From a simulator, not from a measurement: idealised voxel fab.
The following is a process module called voxel gate over fins.
Cross-section cut: width 180 nm, square cells of 5 nm.
A cross-section in this document is a grid of square cells, and it is written down as bands, the top band listed before the ones below it; a band is made up of one or more rows of cells.
The entry gives the band's vertical extent as a top height and a bottom height in nm, then its horizontal make-up as materials from left to right, each with a width in nm. "air" stands for empty space; a single material marked "throughout" fills the band edge to edge.
Height reference: 0 = level under which incoming wafer is all one material. Lowest band: no bottom, runs on downward, e.g. "z 0 and below".
The two numbers in a width such as "30..40" mark its ends across the band: the first belongs to the top row of cells, the second to the bottom row, and from each row to the next the width moves by the same amount.
"remains unaltered" after a step means that no cell of the cross-section changed.
The entry titled "Enclosed void entries" provides the empty spaces that have no open way to the top, restricted to those of 8 cells or more. Each is presented as width x height at distance, the distance being measured from the left edge, with all three in nm.
If you see something after the settings on a step's line, that's the simulator's own remark about that step.
When a step includes a mask, the "overlay nm" setting on its line states how far to the right of its planned place that mask lay, and negative values state how far to the left.

[Planned step list for the process]
1. RECEIVE (material Si)
2. CONFORMAL_DEP (material SiN; thk nm 10)
3. DIRECTIONAL_DEP (material aC; thk nm 10)
4. PATTERN (tone cover; mask id FINS; material resist; width nm 15; pitch nm 40; thk nm 25; overlay nm 0)
5. DIRECTIONAL_ETCH (etch materials aC; depth nm 10)
6. STRIP (etch materials resist)
7. DIRECTIONAL_ETCH (etch materials SiN; depth nm 10)
8. DIRECTIONAL_ETCH (etch materials Si; depth nm 30)
9. STRIP (etch materials aC)
10. OXIDIZE (depth nm 5)
11. FILL_DEP (material SiO2; thk nm 15)
12. CMP (height nm 10)
13. SELECTIVE_ETCH (etch materials SiO2; depth nm 25)
14. STRIP (etch materials SiN)
15. CONFORMAL_DEP (material HfO2; thk nm 5)
16. CONFORMAL_DEP (material TiN; thk nm 5)
17. FILL_DEP (material W; thk nm 10)
18. CMP (height nm 15)
19. CONFORMAL_DEP (material SiCN; thk nm 10)

[First wafer, two in total, run as planned]

[Cross-section of the wafer at receipt, which is the condition after step 1]
- z 0 and below  Si throughout
- Enclosed void entries: none

[Cross-section of the wafer after step 2]
- z 10 to 0  SiN throughout
- Note: structure below 0 unchanged.

[Cross-section of the wafer after step 3]
- z 20 to 10  aC throughout
- Note: structure below 10 unchanged.

[Cross-section of the wafer after step 4]
- z 45 to 20  20 air / 15 resist / 25 air / 15 resist / 25 air / 15 resist / 25 air / 15 resist / 25 air
- Note: structure below 20 unchanged.

[Cross-section of the wafer after step 5]
- z 35 to 20  20 air / 15 resist / 25 air / 15 resist / 25 air / 15 resist / 25 air / 15 resist / 25 air
- z 20 to 10  20 air / 15 aC / 25 air / 15 aC / 25 air / 15 aC / 25 air / 15 aC / 25 air
- Note: structure below 10 unchanged.

[Cross-section of the wafer after step 6]
- z 20 to 10  20 air / 15 aC / 25 air / 15 aC / 25 air / 15 aC / 25 air / 15 aC / 25 air
- Note: structure below 10 unchanged.

[Cross-section of the wafer after step 7]
- z 20 to 10  20 air / 15 aC / 25 air / 15 aC / 25 air / 15 aC / 25 air / 15 aC / 25 air
- z 10 to 0  20 air / 15 SiN / 25 air / 15 SiN / 25 air / 15 SiN / 25 air / 15 SiN / 25 air
- Note: structure below 0 unchanged.

[Cross-section of the wafer after step 8]
- z 20 to 10  20 air / 15 aC / 25 air / 15 aC / 25 air / 15 aC / 25 air / 15 aC / 25 air
- z 10 to 0  20 air / 15 SiN / 25 air / 15 SiN / 25 air / 15 SiN / 25 air / 15 SiN / 25 air
- z 0 to -30  20 air / 15 Si / 25 air / 15 Si / 25 air / 15 Si / 25 air / 15 Si / 25 air
- Note: structure below -30 unchanged.

[Cross-section of the wafer after step 9]
- z 10 to 0  20 air / 15 SiN / 25 air / 15 SiN / 25 air / 15 SiN / 25 air / 15 SiN / 25 air
- Note: structure below 0 unchanged.

[Cross-section of the wafer after step 10]
- z 10 to 0  20 air / 15 SiN / 25 air / 15 SiN / 25 air / 15 SiN / 25 air / 15 SiN / 25 air
- z 0 to -30  20 air / 5 SiO2 / 5 Si / 5 SiO2 / 25 air / 5 SiO2 / 5 Si / 5 SiO2 / 25 air / 5 SiO2 / 5 Si / 5 SiO2 / 25 air / 5 SiO2 / 5 Si / 5 SiO2 / 25 air
- z -30 to -35  25 SiO2 / 5 Si / 35 SiO2 / 5 Si / 35 SiO2 / 5 Si / 35 SiO2 / 5 Si / 30 SiO2
- Note: structure below -35 unchanged.

[Cross-section of the wafer after step 11]
- z 25 to 10  SiO2 throughout
- z 10 to 0  20 SiO2 / 15 SiN / 25 SiO2 / 15 SiN / 25 SiO2 / 15 SiN / 25 SiO2 / 15 SiN / 25 SiO2
- z 0 to -35  25 SiO2 / 5 Si / 35 SiO2 / 5 Si / 35 SiO2 / 5 Si / 35 SiO2 / 5 Si / 30 SiO2
- Note: structure below -35 unchanged.

[Cross-section of the wafer after step 12]
- z 10 to 0  20 SiO2 / 15 SiN / 25 SiO2 / 15 SiN / 25 SiO2 / 15 SiN / 25 SiO2 / 15 SiN / 25 SiO2
- Note: structure below 0 unchanged.

[Cross-section of the wafer after step 13]
- z 10 to 0  20 air / 15 SiN / 25 air / 15 SiN / 25 air / 15 SiN / 25 air / 15 SiN / 25 air
- z 0 to -15  25 air / 5 Si / 35 air / 5 Si / 35 air / 5 Si / 35 air / 5 Si / 30 air
- Note: structure below -15 unchanged.

[Cross-section of the wafer after step 14]
- z 0 to -15  25 air / 5 Si / 35 air / 5 Si / 35 air / 5 Si / 35 air / 5 Si / 30 air
- Note: structure below -15 unchanged.

[Cross-section of the wafer after step 15]
- z 5 to 0  20 air / 15 HfO2 / 25 air / 15 HfO2 / 25 air / 15 HfO2 / 25 air / 15 HfO2 / 25 air
- z 0 to -10  20 air / 5 HfO2 / 5 Si / 5 HfO2 / 25 air / 5 HfO2 / 5 Si / 5 HfO2 / 25 air / 5 HfO2 / 5 Si / 5 HfO2 / 25 air / 5 HfO2 / 5 Si / 5 HfO2 / 25 air
- z -10 to -15  25 HfO2 / 5 Si / 35 HfO2 / 5 Si / 35 HfO2 / 5 Si / 35 HfO2 / 5 Si / 30 HfO2
- Note: structure below -15 unchanged.

[Cross-section of the wafer after step 16]
- z 10 to 5  15 air / 25 TiN / 15 air / 25 TiN / 15 air / 25 TiN / 15 air / 25 TiN / 20 air
- z 5 to 0  15 air / 5 TiN / 15 HfO2 / 5 TiN / 15 air / 5 TiN / 15 HfO2 / 5 TiN / 15 air / 5 TiN / 15 HfO2 / 5 TiN / 15 air / 5 TiN / 15 HfO2 / 5 TiN / 20 air
- z 0 to -5  15 air / 5 TiN / 5 HfO2 / 5 Si / 5 HfO2 / 5 TiN / 15 air / 5 TiN / 5 HfO2 / 5 Si / 5 HfO2 / 5 TiN / 15 air / 5 TiN / 5 HfO2 / 5 Si / 5 HfO2 / 5 TiN / 15 air / 5 TiN / 5 HfO2 / 5 Si / 5 HfO2 / 5 TiN / 20 air
- z -5 to -10  20 TiN / 5 HfO2 / 5 Si / 5 HfO2 / 25 TiN / 5 HfO2 / 5 Si / 5 HfO2 / 25 TiN / 5 HfO2 / 5 Si / 5 HfO2 / 25 TiN / 5 HfO2 / 5 Si / 5 HfO2 / 25 TiN
- Note: structure below -10 unchanged.

[Cross-section of the wafer after step 17]
- z 20 to 10  W throughout
- z 10 to 5  15 W / 25 TiN / 15 W / 25 TiN / 15 W / 25 TiN / 15 W / 25 TiN / 20 W
- z 5 to 0  15 W / 5 TiN / 15 HfO2 / 5 TiN / 15 W / 5 TiN / 15 HfO2 / 5 TiN / 15 W / 5 TiN / 15 HfO2 / 5 TiN / 15 W / 5 TiN / 15 HfO2 / 5 TiN / 20 W
- z 0 to -5  15 W / 5 TiN / 5 HfO2 / 5 Si / 5 HfO2 / 5 TiN / 15 W / 5 TiN / 5 HfO2 / 5 Si / 5 HfO2 / 5 TiN / 15 W / 5 TiN / 5 HfO2 / 5 Si / 5 HfO2 / 5 TiN / 15 W / 5 TiN / 5 HfO2 / 5 Si / 5 HfO2 / 5 TiN / 20 W
- Note: structure below -5 unchanged.

[Cross-section of the wafer after step 18]
- z 15 to 10  W throughout
- Note: structure below 10 unchanged.

[Cross-section of the wafer after step 19]
- z 25 to 15  SiCN throughout
- Note: structure below 15 unchanged.

[Wafer two of the pair: same origin, same plan, one error during the run; identical to wafer one up to and including step 3]

[Second wafer, cut view, end of step 4 per plan]
- z 45 to 20  30 air / 15 resist / 25 air / 15 resist / 25 air / 15 resist / 25 air / 15 resist / 15 air
- Note: structure below 20 unchanged.

[Second wafer, cut view, end of step 5 per plan]
- z 35 to 20  30 air / 15 resist / 25 air / 15 resist / 25 air / 15 resist / 25 air / 15 resist / 15 air
- z 20 to 10  30 air / 15 aC / 25 air / 15 aC / 25 air / 15 aC / 25 air / 15 aC / 15 air
- Note: structure below 10 unchanged.

[Second wafer, cut view, end of step 6 per plan]
- z 20 to 10  30 air / 15 aC / 25 air / 15 aC / 25 air / 15 aC / 25 air / 15 aC / 15 air
- Note: structure below 10 unchanged.

[Second wafer, cut view, end of step 7 per plan]
- z 20 to 10  30 air / 15 aC / 25 air / 15 aC / 25 air / 15 aC / 25 air / 15 aC / 15 air
- z 10 to 0  30 air / 15 SiN / 25 air / 15 SiN / 25 air / 15 SiN / 25 air / 15 SiN / 15 air
- Note: structure below 0 unchanged.

[Second wafer, cut view, end of step 8 per plan]
- z 20 to 10  30 air / 15 aC / 25 air / 15 aC / 25 air / 15 aC / 25 air / 15 aC / 15 air
- z 10 to 0  30 air / 15 SiN / 25 air / 15 SiN / 25 air / 15 SiN / 25 air / 15 SiN / 15 air
- z 0 to -30  30 air / 15 Si / 25 air / 15 Si / 25 air / 15 Si / 25 air / 15 Si / 15 air
- Note: structure below -30 unchanged.

[Second wafer, cut view, end of step 9 per plan]
- z 10 to 0  30 air / 15 SiN / 25 air / 15 SiN / 25 air / 15 SiN / 25 air / 15 SiN / 15 air
- Note: structure below 0 unchanged.

[Second wafer, cut view, end of step 10 per plan]
- z 10 to 0  30 air / 15 SiN / 25 air / 15 SiN / 25 air / 15 SiN / 25 air / 15 SiN / 15 air
- z 0 to -30  30 air / 5 SiO2 / 5 Si / 5 SiO2 / 25 air / 5 SiO2 / 5 Si / 5 SiO2 / 25 air / 5 SiO2 / 5 Si / 5 SiO2 / 25 air / 5 SiO2 / 5 Si / 5 SiO2 / 15 air
- z -30 to -35  35 SiO2 / 5 Si / 35 SiO2 / 5 Si / 35 SiO2 / 5 Si / 35 SiO2 / 5 Si / 20 SiO2
- Note: structure below -35 unchanged.

[Second wafer, cut view, end of step 11 per plan]
- z 25 to 10  SiO2 throughout
- z 10 to 0  30 SiO2 / 15 SiN / 25 SiO2 / 15 SiN / 25 SiO2 / 15 SiN / 25 SiO2 / 15 SiN / 15 SiO2
- z 0 to -35  35 SiO2 / 5 Si / 35 SiO2 / 5 Si / 35 SiO2 / 5 Si / 35 SiO2 / 5 Si / 20 SiO2
- Note: structure below -35 unchanged.

[Second wafer, cut view, end of step 12 per plan]
- z 10 to 0  30 SiO2 / 15 SiN / 25 SiO2 / 15 SiN / 25 SiO2 / 15 SiN / 25 SiO2 / 15 SiN / 15 SiO2
- Note: structure below 0 unchanged.

[Second wafer, cut view, end of step 13 per plan]
- z 10 to 0  30 air / 15 SiN / 25 air / 15 SiN / 25 air / 15 SiN / 25 air / 15 SiN / 15 air
- z 0 to -15  35 air / 5 Si / 35 air / 5 Si / 35 air / 5 Si / 35 air / 5 Si / 20 air
- Note: structure below -15 unchanged.

[Second wafer, cut view, end of step 14 per plan]
- z 0 to -15  35 air / 5 Si / 35 air / 5 Si / 35 air / 5 Si / 35 air / 5 Si / 20 air
- Note: structure below -15 unchanged.

[Second wafer, cut view, end of step 15 per plan]
- z 5 to 0  30 air / 15 HfO2 / 25 air / 15 HfO2 / 25 air / 15 HfO2 / 25 air / 15 HfO2 / 15 air
- z 0 to -10  30 air / 5 HfO2 / 5 Si / 5 HfO2 / 25 air / 5 HfO2 / 5 Si / 5 HfO2 / 25 air / 5 HfO2 / 5 Si / 5 HfO2 / 25 air / 5 HfO2 / 5 Si / 5 HfO2 / 15 air
- z -10 to -15  35 HfO2 / 5 Si / 35 HfO2 / 5 Si / 35 HfO2 / 5 Si / 35 HfO2 / 5 Si / 20 HfO2
- Note: structure below -15 unchanged.

[Second wafer, cut view, end of step 16 per plan]
- z 10 to 5  25 air / 25 TiN / 15 air / 25 TiN / 15 air / 25 TiN / 15 air / 25 TiN / 10 air
- z 5 to 0  25 air / 5 TiN / 15 HfO2 / 5 TiN / 15 air / 5 TiN / 15 HfO2 / 5 TiN / 15 air / 5 TiN / 15 HfO2 / 5 TiN / 15 air / 5 TiN / 15 HfO2 / 5 TiN / 10 air
- z 0 to -5  25 air / 5 TiN / 5 HfO2 / 5 Si / 5 HfO2 / 5 TiN / 15 air / 5 TiN / 5 HfO2 / 5 Si / 5 HfO2 / 5 TiN / 15 air / 5 TiN / 5 HfO2 / 5 Si / 5 HfO2 / 5 TiN / 15 air / 5 TiN / 5 HfO2 / 5 Si / 5 HfO2 / 5 TiN / 10 air
- z -5 to -10  30 TiN / 5 HfO2 / 5 Si / 5 HfO2 / 25 TiN / 5 HfO2 / 5 Si / 5 HfO2 / 25 TiN / 5 HfO2 / 5 Si / 5 HfO2 / 25 TiN / 5 HfO2 / 5 Si / 5 HfO2 / 15 TiN
- Note: structure below -10 unchanged.

[Second wafer, cut view, end of step 17 per plan]
- z 20 to 10  W throughout
- z 10 to 5  25 W / 25 TiN / 15 W / 25 TiN / 15 W / 25 TiN / 15 W / 25 TiN / 10 W
- z 5 to 0  25 W / 5 TiN / 15 HfO2 / 5 TiN / 15 W / 5 TiN / 15 HfO2 / 5 TiN / 15 W / 5 TiN / 15 HfO2 / 5 TiN / 15 W / 5 TiN / 15 HfO2 / 5 TiN / 10 W
- z 0 to -5  25 W / 5 TiN / 5 HfO2 / 5 Si / 5 HfO2 / 5 TiN / 15 W / 5 TiN / 5 HfO2 / 5 Si / 5 HfO2 / 5 TiN / 15 W / 5 TiN / 5 HfO2 / 5 Si / 5 HfO2 / 5 TiN / 15 W / 5 TiN / 5 HfO2 / 5 Si / 5 HfO2 / 5 TiN / 10 W
- Note: structure below -5 unchanged.

[Second wafer, cut view, end of step 18 per plan]
- z 15 to 10  W throughout
- Note: structure below 10 unchanged.

[Second wafer, cut view, end of step 19 per plan]
- z 25 to 15  SiCN throughout
- Note: structure below 15 unchanged.
Plan not followed: for step 4, the planned setting was not used; the step was instead run as PATTERN (tone cover; mask id FINS; material resist; width nm 15; pitch nm 40; thk nm 25; overlay nm 10)
Both wafers, final: cells per material equal; arrangement not.
